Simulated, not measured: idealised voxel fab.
Title: Process Module voxel trench capacitor
The cross-section on display is named cut; it measures 165 nm wide, and its cells are 5 nm squares.
Reading order for cross-sections: top band down to bottom band. Underlying form: a grid of square cells. Band size: one or more rows of cells. Band: top and bottom heights (nm) first, top before bottom; then materials from left to right, widths in nm. "all across" marks a sole material filling the band edge to edge. "empty" denotes empty space. Measure heights from 0. That's the level where, below it, the as-received wafer is all one material. The lowest band is bottomless and extends downward; write it as in "0 -> down". You'd read "30->40" like this: the band's top row of cells is as wide as the first number, its bottom row is as wide as the second, and going down, every row changes width by the same amount as the row before did. Step note "nothing altered" = no cross-section cell changed. This entry, "closed voids", enumerates those empty regions of no fewer than 8 cells that possess no open connection to the top. Each region is reported in the form width x height at distance, the distance being taken from the left edge, with all three quantities expressed in nm. It should be noted that, on the line of a given step, the content following the step's settings is a remark produced by the simulator itself with respect to that step. The optional step-line setting "overlay nm" applies to steps with a mask and quantifies how far to the right of its planned location the mask lay, a negative value indicating leftward placement.

**This section lists the process steps that were planned**
1: RECEIVE | material Si
2: CONFORMAL_DEP | material SiN | thk nm 10
3: MASKED_ETCH | tone open | mask id TRENCH | width nm 30 | pitch nm 50 | etch materials SiN | depth nm 10 | overlay nm 0
4: MASKED_ETCH | tone open | mask id TRENCH | width nm 30 | pitch nm 50 | etch materials Si | depth nm 25 | overlay nm 0
5: CONFORMAL_DEP | material Al2O3 | thk nm 5
6: CONFORMAL_DEP | material TiN | thk nm 5
7: FILL_DEP | material W | thk nm 10
8: CMP | height nm 10

**Incoming wafer in cross-section (state: after step 1)**
  0 -> down  Si all across
  closed voids: none

**Run as planned - first of the two wafers cross-sectioned at the end of the module**
  10 -> 0  SiN: 15 / Al2O3: 5 / TiN: 5 / W: 10 / TiN: 5 / Al2O3: 5 / SiN: 20 / Al2O3: 5 / TiN: 5 / W: 10 / TiN: 5 / Al2O3: 5 / SiN: 20 / Al2O3: 5 / TiN: 5 / W: 10 / TiN: 5 / Al2O3: 5 / SiN: 20
  0 -> -15  Si: 15 / Al2O3: 5 / TiN: 5 / W: 10 / TiN: 5 / Al2O3: 5 / Si: 20 / Al2O3: 5 / TiN: 5 / W: 10 / TiN: 5 / Al2O3: 5 / Si: 20 / Al2O3: 5 / TiN: 5 / W: 10 / TiN: 5 / Al2O3: 5 / Si: 20
  -15 -> -20  Si: 15 / Al2O3: 5 / TiN: 20 / Al2O3: 5 / Si: 20 / Al2O3: 5 / TiN: 20 / Al2O3: 5 / Si: 20 / Al2O3: 5 / TiN: 20 / Al2O3: 5 / Si: 20
  -20 -> -25  Si: 15 / Al2O3: 30 / Si: 20 / Al2O3: 30 / Si: 20 / Al2O3: 30 / Si: 20
  -25 -> down  Si all across
  closed voids: none

**This is the second of the two wafers, cross-sectioned at the end of the module; it started exactly like the first and was given the same plan, but it was run with one mistake**
  5 -> 0  SiN: 15 / Al2O3: 5 / TiN: 5 / W: 10 / TiN: 5 / Al2O3: 5 / SiN: 20 / Al2O3: 5 / TiN: 5 / W: 10 / TiN: 5 / Al2O3: 5 / SiN: 20 / Al2O3: 5 / TiN: 5 / W: 10 / TiN: 5 / Al2O3: 5 / SiN: 20
  0 -> -15  Si: 15 / Al2O3: 5 / TiN: 5 / W: 10 / TiN: 5 / Al2O3: 5 / Si: 20 / Al2O3: 5 / TiN: 5 / W: 10 / TiN: 5 / Al2O3: 5 / Si: 20 / Al2O3: 5 / TiN: 5 / W: 10 / TiN: 5 / Al2O3: 5 / Si: 20
  -15 -> -20  Si: 15 / Al2O3: 5 / TiN: 20 / Al2O3: 5 / Si: 20 / Al2O3: 5 / TiN: 20 / Al2O3: 5 / Si: 20 / Al2O3: 5 / TiN: 20 / Al2O3: 5 / Si: 20
  -20 -> -25  Si: 15 / Al2O3: 30 / Si: 20 / Al2O3: 30 / Si: 20 / Al2O3: 30 / Si: 20
  -25 -> down  Si all across
  closed voids: none
So what did we get wrong on this run? planned and actual differ for step 8; actual: CMP | height nm 5
FYI, end of process, the second wafer has more or fewer cells of some materials than the first: Al2O3 -6; SiN -15; TiN -6; W -6
